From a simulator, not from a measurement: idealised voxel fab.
process module | voxel trench capacitor
cross-section cut | 280 nm wide | cells 5 nm
A cross-section is a grid of square cells, given in bands from the top down. A band is one or more rows of cells.
Each band's line starts with the height of the band's top and of its bottom, in nm. Then come its materials from left to right, each with its width in nm. One material with "throughout" fills the band from edge to edge. "air" is empty space.
Height 0 is the level under which the wafer as received is all one material. The lowest band goes on downwards, as in "0 down".
A width such as "30 to 40" changes by the same amount from each row of cells to the next, from the band's top row to its bottom row.
"no change" after a step means that no cell of the cross-section changed.
closed voids: empty space of 8 cells or more with no open way to the top, each as width x height at its distance from the left edge, in nm
after a step's settings: what the simulator itself notes on the step
overlay nm, on a step with a mask: how far to the right of its planned place the mask lay; to the left if negative
plan
1 op RECEIVE | material Si
2 op CONFORMAL_DEP | material SiN | thk nm 10
3 op MASKED_ETCH | tone open | mask id TRENCH | width nm 25 | pitch nm 55 | etch materials SiN | depth nm 10 | overlay nm 0
4 op MASKED_ETCH | tone open | mask id TRENCH | width nm 25 | pitch nm 55 | etch materials Si | depth nm 30 | overlay nm 0
5 op CONFORMAL_DEP | material SiO2 | thk nm 5
6 op FILL_DEP | material polySi | thk nm 5
7 op CMP | height nm 10
first wafer, as planned
as received, after step 1
  0 down: Si throughout
  closed voids: none
after step 2
  10 to 0: SiN throughout
  below 0: unchanged
after step 3
  10 to 0: SiN 45 | air 25 | SiN 30 | air 25 | SiN 30 | air 25 | SiN 30 | air 25 | SiN 45
  below 0: unchanged
after step 4
  10 to 0: SiN 45 | air 25 | SiN 30 | air 25 | SiN 30 | air 25 | SiN 30 | air 25 | SiN 45
  0 to -30: Si 45 | air 25 | Si 30 | air 25 | Si 30 | air 25 | Si 30 | air 25 | Si 45
  below -30: unchanged
after step 5
  15 to 10: SiO2 50 | air 15 | SiO2 40 | air 15 | SiO2 40 | air 15 | SiO2 40 | air 15 | SiO2 50
  10 to 0: SiN 45 | SiO2 5 | air 15 | SiO2 5 | SiN 30 | SiO2 5 | air 15 | SiO2 5 | SiN 30 | SiO2 5 | air 15 | SiO2 5 | SiN 30 | SiO2 5 | air 15 | SiO2 5 | SiN 45
  0 to -25: Si 45 | SiO2 5 | air 15 | SiO2 5 | Si 30 | SiO2 5 | air 15 | SiO2 5 | Si 30 | SiO2 5 | air 15 | SiO2 5 | Si 30 | SiO2 5 | air 15 | SiO2 5 | Si 45
  -25 to -30: Si 45 | SiO2 25 | Si 30 | SiO2 25 | Si 30 | SiO2 25 | Si 30 | SiO2 25 | Si 45
  below -30: unchanged
after step 6
  20 to 15: polySi throughout
  15 to 10: SiO2 50 | polySi 15 | SiO2 40 | polySi 15 | SiO2 40 | polySi 15 | SiO2 40 | polySi 15 | SiO2 50
  10 to 0: SiN 45 | SiO2 5 | polySi 15 | SiO2 5 | SiN 30 | SiO2 5 | polySi 15 | SiO2 5 | SiN 30 | SiO2 5 | polySi 15 | SiO2 5 | SiN 30 | SiO2 5 | polySi 15 | SiO2 5 | SiN 45
  0 to -25: Si 45 | SiO2 5 | polySi 15 | SiO2 5 | Si 30 | SiO2 5 | polySi 15 | SiO2 5 | Si 30 | SiO2 5 | polySi 15 | SiO2 5 | Si 30 | SiO2 5 | polySi 15 | SiO2 5 | Si 45
  below -25: unchanged
after step 7
  10 to 0: SiN 45 | SiO2 5 | polySi 15 | SiO2 5 | SiN 30 | SiO2 5 | polySi 15 | SiO2 5 | SiN 30 | SiO2 5 | polySi 15 | SiO2 5 | SiN 30 | SiO2 5 | polySi 15 | SiO2 5 | SiN 45
  below 0: unchanged
second wafer: like start, like plan, one mistake. Through step 1 it matches the first wafer
when step 2 should have ended
  5 to 0: SiN throughout
  below 0: unchanged
when step 3 should have ended
  5 to 0: SiN 45 | air 25 | SiN 30 | air 25 | SiN 30 | air 25 | SiN 30 | air 25 | SiN 45
  below 0: unchanged
when step 4 should have ended
  5 to 0: SiN 45 | air 25 | SiN 30 | air 25 | SiN 30 | air 25 | SiN 30 | air 25 | SiN 45
  0 to -30: Si 45 | air 25 | Si 30 | air 25 | Si 30 | air 25 | Si 30 | air 25 | Si 45
  below -30: unchanged
when step 5 should have ended
  10 to 5: SiO2 50 | air 15 | SiO2 40 | air 15 | SiO2 40 | air 15 | SiO2 40 | air 15 | SiO2 50
  5 to 0: SiN 45 | SiO2 5 | air 15 | SiO2 5 | SiN 30 | SiO2 5 | air 15 | SiO2 5 | SiN 30 | SiO2 5 | air 15 | SiO2 5 | SiN 30 | SiO2 5 | air 15 | SiO2 5 | SiN 45
  0 to -25: Si 45 | SiO2 5 | air 15 | SiO2 5 | Si 30 | SiO2 5 | air 15 | SiO2 5 | Si 30 | SiO2 5 | air 15 | SiO2 5 | Si 30 | SiO2 5 | air 15 | SiO2 5 | Si 45
  -25 to -30: Si 45 | SiO2 25 | Si 30 | SiO2 25 | Si 30 | SiO2 25 | Si 30 | SiO2 25 | Si 45
  below -30: unchanged
when step 6 should have ended
  15 to 10: polySi throughout
  10 to 5: SiO2 50 | polySi 15 | SiO2 40 | polySi 15 | SiO2 40 | polySi 15 | SiO2 40 | polySi 15 | SiO2 50
  5 to 0: SiN 45 | SiO2 5 | polySi 15 | SiO2 5 | SiN 30 | SiO2 5 | polySi 15 | SiO2 5 | SiN 30 | SiO2 5 | polySi 15 | SiO2 5 | SiN 30 | SiO2 5 | polySi 15 | SiO2 5 | SiN 45
  0 to -25: Si 45 | SiO2 5 | polySi 15 | SiO2 5 | Si 30 | SiO2 5 | polySi 15 | SiO2 5 | Si 30 | SiO2 5 | polySi 15 | SiO2 5 | Si 30 | SiO2 5 | polySi 15 | SiO2 5 | Si 45
  below -25: unchanged
when step 7 should have ended
  10 to 5: SiO2 50 | polySi 15 | SiO2 40 | polySi 15 | SiO2 40 | polySi 15 | SiO2 40 | polySi 15 | SiO2 50
  below 5: unchanged
what went wrong: step 2 ran as: op CONFORMAL_DEP | material SiN | thk nm 5
at the end the second wafer has, in cells: 36 fewer of SiN | 36 more of SiO2
